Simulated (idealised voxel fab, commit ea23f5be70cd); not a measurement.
Name of the process module below: voxel self aligned vias
Cross-section cut: width 245 nm, square cells of 5 nm.
Heads up, the way a cross-section reads in here is a grid of square cells, handed over as bands from the top down, with every band being one or more rows of cells. This entry defines a band. It first specifies the height of the band's top and the height of its bottom in nm, and then specifies the band's materials from left to right, stating each material with its width in nm. The word "edge to edge" identifies a single material that fills the band from edge to edge, while the word "air" identifies empty space. Height datum 0, below which the as-received substrate wafer is one material. Lowest band open at the bottom, running downward: "0 down". Read "30->40" as a graded width: first number on top, second number at the bottom, same change between each pair of neighbouring rows. It should be understood that the words "nothing was modified", when stated for a given step, signify that the cross-section underwent no change in any of its cells during that step. Reported under the label "Enclosed void listing" are the empty spaces having no open way to the top and comprising 8 cells or more; the notation for each is width x height at distance, in which the distance is measured from the left edge and all three values are in nm. Read whatever lies past the settings on a step's line as the simulator's own remark about the step. overlay nm: step with mask; distance mask lay right of planned place; negative value = left of planned place.
Process steps - plan:
| 1 | RECEIVE | material Si |
| 2 | CONFORMAL_DEP | material SiO2 | thk nm 10 |
| 3 | CONFORMAL_DEP | material SiCN | thk nm 5 |
| 4 | DIRECTIONAL_DEP | material lowk | thk nm 25 |
| 5 | MASKED_ETCH | tone open | mask id LINES | width nm 25 | pitch nm 75 | etch materials lowk | depth nm 25 | overlay nm 0 |
| 6 | CONFORMAL_DEP | material TiN | thk nm 5 |
| 7 | FILL_DEP | material Ru | thk nm 10 |
| 8 | CMP | height nm 40 |
| 9 | SELECTIVE_ETCH | etch materials W Ru TiN | depth nm 5 |
| 10 | FILL_DEP | material SiN | thk nm 5 |
| 11 | CMP | height nm 40 |
| 12 | DIRECTIONAL_DEP | material lowk | thk nm 15 |
| 13 | DIRECTIONAL_DEP | material aC | thk nm 10 |
| 14 | PATTERN | tone open | mask id VIAS | material resist | width nm 45 | thk nm 25 | overlay nm 0 |
| 15 | DIRECTIONAL_ETCH | etch materials aC | depth nm 10 |
| 16 | STRIP | etch materials resist |
| 17 | DIRECTIONAL_ETCH | etch materials lowk | depth nm 15 |
| 18 | DIRECTIONAL_ETCH | etch materials SiN | depth nm 5 |
| 19 | STRIP | etch materials aC |
| 20 | CONFORMAL_DEP | material TiN | thk nm 5 |
| 21 | FILL_DEP | material Ru | thk nm 10 |
| 22 | CMP | height nm 55 |
| 23 | CONFORMAL_DEP | material SiCN | thk nm 5 |
As received (post step 1): cross-section:
    0 down  Si edge to edge
    Enclosed void listing: none
Cross-sectional image of the first of two wafers at the end of the module, the run having proceeded as planned:
    60 to 55  SiCN edge to edge
    55 to 45  lowk (60); TiN (5); Ru (35); TiN (5); lowk (140)
    45 to 40  lowk (60); TiN (15); Ru (15); TiN (15); lowk (140)
    40 to 35  lowk (70); TiN (25); lowk (50); SiN (25); lowk (75)
    35 to 20  lowk (70); TiN (5); Ru (15); TiN (5); lowk (50); TiN (5); Ru (15); TiN (5); lowk (75)
    20 to 15  lowk (70); TiN (25); lowk (50); TiN (25); lowk (75)
    15 to 10  SiCN edge to edge
    10 to 0  SiO2 edge to edge
    0 down  Si edge to edge
    Enclosed void listing: none
Now the second wafer, cross-sectioned at the end of the module. Nothing different at the start, nothing different in the plan compared with the first, just one mistake when it was actually run:
    60 to 55  SiCN edge to edge
    55 to 45  lowk (60); TiN (5); Ru (35); TiN (5); lowk (140)
    45 to 40  lowk (60); TiN (45); lowk (140)
    40 to 35  SiCN edge to edge
    35 to 10  lowk edge to edge
    10 to 0  SiO2 edge to edge
    0 down  Si edge to edge
    Enclosed void listing: none
Processing error: transposition of steps 3 and 4 relative to the planned sequence
Per the end-of-run cell counts, the second wafer holds more or fewer of some materials than the first: 21 fewer of Ru; 5 fewer of SiN; 24 fewer of TiN; 50 more of lowk
